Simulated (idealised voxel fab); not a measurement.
process module | voxel self aligned contacts
cross-section cut | 250 nm wide | cells 5 nm
A cross-section is a grid of square cells, given in bands from the top down. A band is one or more rows of cells.
Each band's line starts with the height of the band's top and of its bottom, in nm. Then come its materials from left to right, each with its width in nm. One material with "throughout" fills the band from edge to edge. "air" is empty space.
Height 0 is the level under which the wafer as received is all one material. The lowest band goes on downwards, as in "0 down".
A width such as "30 to 40" changes by the same amount from each row of cells to the next, from the band's top row to its bottom row.
"no change" after a step means that no cell of the cross-section changed.
closed voids: empty space of 8 cells or more with no open way to the top, each as width x height at its distance from the left edge, in nm
after a step's settings: what the simulator itself notes on the step
overlay nm, on a step with a mask: how far to the right of its planned place the mask lay; to the left if negative
plan
1 op RECEIVE | material Si
2 op OXIDIZE | depth nm 5
3 op DIRECTIONAL_DEP | material polySi | thk nm 25
4 op DIRECTIONAL_DEP | material SiN | thk nm 25
5 op DIRECTIONAL_DEP | material aC | thk nm 15
6 op PATTERN | tone cover | mask id GATE | material resist | width nm 35 | pitch nm 75 | thk nm 35 | overlay nm 0
7 op DIRECTIONAL_ETCH | etch materials aC | depth nm 15
8 op STRIP | etch materials resist
9 op DIRECTIONAL_ETCH | etch materials SiN | depth nm 25
10 op DIRECTIONAL_ETCH | etch materials polySi | depth nm 25
11 op STRIP | etch materials aC
12 op CONFORMAL_DEP | material SiN | thk nm 10
13 op DIRECTIONAL_ETCH | etch materials SiN | depth nm 10
14 op FILL_DEP | material SiO2 | thk nm 15
15 op CMP | height nm 55
16 op MASKED_ETCH | tone open | mask id CONTACT | width nm 60 | etch materials SiO2 | depth nm 60 | overlay nm 0
17 op CONFORMAL_DEP | material TiN | thk nm 5
18 op FILL_DEP | material Ru | thk nm 5
19 op CMP | height nm 55
20 op CONFORMAL_DEP | material SiN | thk nm 5
first wafer, as planned
as received, after step 1
  0 down: Si throughout
  closed voids: none
after step 2
  0 to -5: SiO2 throughout
  below -5: unchanged
after step 3
  25 to 0: polySi throughout
  below 0: unchanged
after step 4
  50 to 25: SiN throughout
  below 25: unchanged
after step 5
  65 to 50: aC throughout
  below 50: unchanged
after step 6
  100 to 65: air 70 | resist 35 | air 40 | resist 35 | air 70
  below 65: unchanged
after step 7
  85 to 65: air 70 | resist 35 | air 40 | resist 35 | air 70
  65 to 50: air 70 | aC 35 | air 40 | aC 35 | air 70
  below 50: unchanged
after step 8
  65 to 50: air 70 | aC 35 | air 40 | aC 35 | air 70
  below 50: unchanged
after step 9
  65 to 50: air 70 | aC 35 | air 40 | aC 35 | air 70
  50 to 25: air 70 | SiN 35 | air 40 | SiN 35 | air 70
  below 25: unchanged
after step 10
  65 to 50: air 70 | aC 35 | air 40 | aC 35 | air 70
  50 to 25: air 70 | SiN 35 | air 40 | SiN 35 | air 70
  25 to 0: air 70 | polySi 35 | air 40 | polySi 35 | air 70
  below 0: unchanged
after step 11
  50 to 25: air 70 | SiN 35 | air 40 | SiN 35 | air 70
  below 25: unchanged
after step 12
  60 to 25: air 60 | SiN 55 | air 20 | SiN 55 | air 60
  25 to 10: air 60 | SiN 10 | polySi 35 | SiN 10 | air 20 | SiN 10 | polySi 35 | SiN 10 | air 60
  10 to 0: SiN 70 | polySi 35 | SiN 40 | polySi 35 | SiN 70
  below 0: unchanged
after step 13
  50 to 25: air 60 | SiN 55 | air 20 | SiN 55 | air 60
  25 to 0: air 60 | SiN 10 | polySi 35 | SiN 10 | air 20 | SiN 10 | polySi 35 | SiN 10 | air 60
  below 0: unchanged
after step 14
  65 to 50: SiO2 throughout
  50 to 25: SiO2 60 | SiN 55 | SiO2 20 | SiN 55 | SiO2 60
  25 to 0: SiO2 60 | SiN 10 | polySi 35 | SiN 10 | SiO2 20 | SiN 10 | polySi 35 | SiN 10 | SiO2 60
  below 0: unchanged
after step 15
  55 to 50: SiO2 throughout
  below 50: unchanged
after step 16
  55 to 50: SiO2 95 | air 60 | SiO2 95
  50 to 25: SiO2 60 | SiN 55 | air 20 | SiN 55 | SiO2 60
  25 to 0: SiO2 60 | SiN 10 | polySi 35 | SiN 10 | air 20 | SiN 10 | polySi 35 | SiN 10 | SiO2 60
  0 to -5: SiO2 115 | air 20 | SiO2 115
  below -5: unchanged
after step 17
  60 to 55: TiN 100 | air 50 | TiN 100
  55 to 50: SiO2 95 | TiN 25 | air 10 | TiN 25 | SiO2 95
  50 to 25: SiO2 60 | SiN 55 | TiN 5 | air 10 | TiN 5 | SiN 55 | SiO2 60
  25 to 0: SiO2 60 | SiN 10 | polySi 35 | SiN 10 | TiN 5 | air 10 | TiN 5 | SiN 10 | polySi 35 | SiN 10 | SiO2 60
  0 to -5: SiO2 115 | TiN 20 | SiO2 115
  below -5: unchanged
after step 18
  65 to 60: Ru throughout
  60 to 55: TiN 100 | Ru 50 | TiN 100
  55 to 50: SiO2 95 | TiN 25 | Ru 10 | TiN 25 | SiO2 95
  50 to 25: SiO2 60 | SiN 55 | TiN 5 | Ru 10 | TiN 5 | SiN 55 | SiO2 60
  25 to 0: SiO2 60 | SiN 10 | polySi 35 | SiN 10 | TiN 5 | Ru 10 | TiN 5 | SiN 10 | polySi 35 | SiN 10 | SiO2 60
  below 0: unchanged
after step 19
  55 to 50: SiO2 95 | TiN 25 | Ru 10 | TiN 25 | SiO2 95
  below 50: unchanged
after step 20
  60 to 55: SiN throughout
  below 55: unchanged
second wafer: like start, like plan, one mistake. Through step 5 it matches the first wafer
when step 6 should have ended
  100 to 65: air 75 | resist 35 | air 40 | resist 35 | air 65
  below 65: unchanged
when step 7 should have ended
  85 to 65: air 75 | resist 35 | air 40 | resist 35 | air 65
  65 to 50: air 75 | aC 35 | air 40 | aC 35 | air 65
  below 50: unchanged
when step 8 should have ended
  65 to 50: air 75 | aC 35 | air 40 | aC 35 | air 65
  below 50: unchanged
when step 9 should have ended
  65 to 50: air 75 | aC 35 | air 40 | aC 35 | air 65
  50 to 25: air 75 | SiN 35 | air 40 | SiN 35 | air 65
  below 25: unchanged
when step 10 should have ended
  65 to 50: air 75 | aC 35 | air 40 | aC 35 | air 65
  50 to 25: air 75 | SiN 35 | air 40 | SiN 35 | air 65
  25 to 0: air 75 | polySi 35 | air 40 | polySi 35 | air 65
  below 0: unchanged
when step 11 should have ended
  50 to 25: air 75 | SiN 35 | air 40 | SiN 35 | air 65
  below 25: unchanged
when step 12 should have ended
  60 to 25: air 65 | SiN 55 | air 20 | SiN 55 | air 55
  25 to 10: air 65 | SiN 10 | polySi 35 | SiN 10 | air 20 | SiN 10 | polySi 35 | SiN 10 | air 55
  10 to 0: SiN 75 | polySi 35 | SiN 40 | polySi 35 | SiN 65
  below 0: unchanged
when step 13 should have ended
  50 to 25: air 65 | SiN 55 | air 20 | SiN 55 | air 55
  25 to 0: air 65 | SiN 10 | polySi 35 | SiN 10 | air 20 | SiN 10 | polySi 35 | SiN 10 | air 55
  below 0: unchanged
when step 14 should have ended
  65 to 50: SiO2 throughout
  50 to 25: SiO2 65 | SiN 55 | SiO2 20 | SiN 55 | SiO2 55
  25 to 0: SiO2 65 | SiN 10 | polySi 35 | SiN 10 | SiO2 20 | SiN 10 | polySi 35 | SiN 10 | SiO2 55
  below 0: unchanged
when step 15 should have ended
  55 to 50: SiO2 throughout
  below 50: unchanged
when step 16 should have ended
  55 to 50: SiO2 95 | air 60 | SiO2 95
  50 to 25: SiO2 65 | SiN 55 | air 20 | SiN 55 | SiO2 55
  25 to 0: SiO2 65 | SiN 10 | polySi 35 | SiN 10 | air 20 | SiN 10 | polySi 35 | SiN 10 | SiO2 55
  0 to -5: SiO2 120 | air 20 | SiO2 110
  below -5: unchanged
when step 17 should have ended
  60 to 55: TiN 100 | air 50 | TiN 100
  55 to 50: SiO2 95 | TiN 30 | air 10 | TiN 20 | SiO2 95
  50 to 25: SiO2 65 | SiN 55 | TiN 5 | air 10 | TiN 5 | SiN 55 | SiO2 55
  25 to 0: SiO2 65 | SiN 10 | polySi 35 | SiN 10 | TiN 5 | air 10 | TiN 5 | SiN 10 | polySi 35 | SiN 10 | SiO2 55
  0 to -5: SiO2 120 | TiN 20 | SiO2 110
  below -5: unchanged
when step 18 should have ended
  65 to 60: Ru throughout
  60 to 55: TiN 100 | Ru 50 | TiN 100
  55 to 50: SiO2 95 | TiN 30 | Ru 10 | TiN 20 | SiO2 95
  50 to 25: SiO2 65 | SiN 55 | TiN 5 | Ru 10 | TiN 5 | SiN 55 | SiO2 55
  25 to 0: SiO2 65 | SiN 10 | polySi 35 | SiN 10 | TiN 5 | Ru 10 | TiN 5 | SiN 10 | polySi 35 | SiN 10 | SiO2 55
  below 0: unchanged
when step 19 should have ended
  55 to 50: SiO2 95 | TiN 30 | Ru 10 | TiN 20 | SiO2 95
  below 50: unchanged
when step 20 should have ended
  60 to 55: SiN throughout
  below 55: unchanged
what went wrong: step 6 ran as: op PATTERN | tone cover | mask id GATE | material resist | width nm 35 | pitch nm 75 | thk nm 35 | overlay nm 5
at the end the second wafer has, in cells: as many of each material as the first, in other places
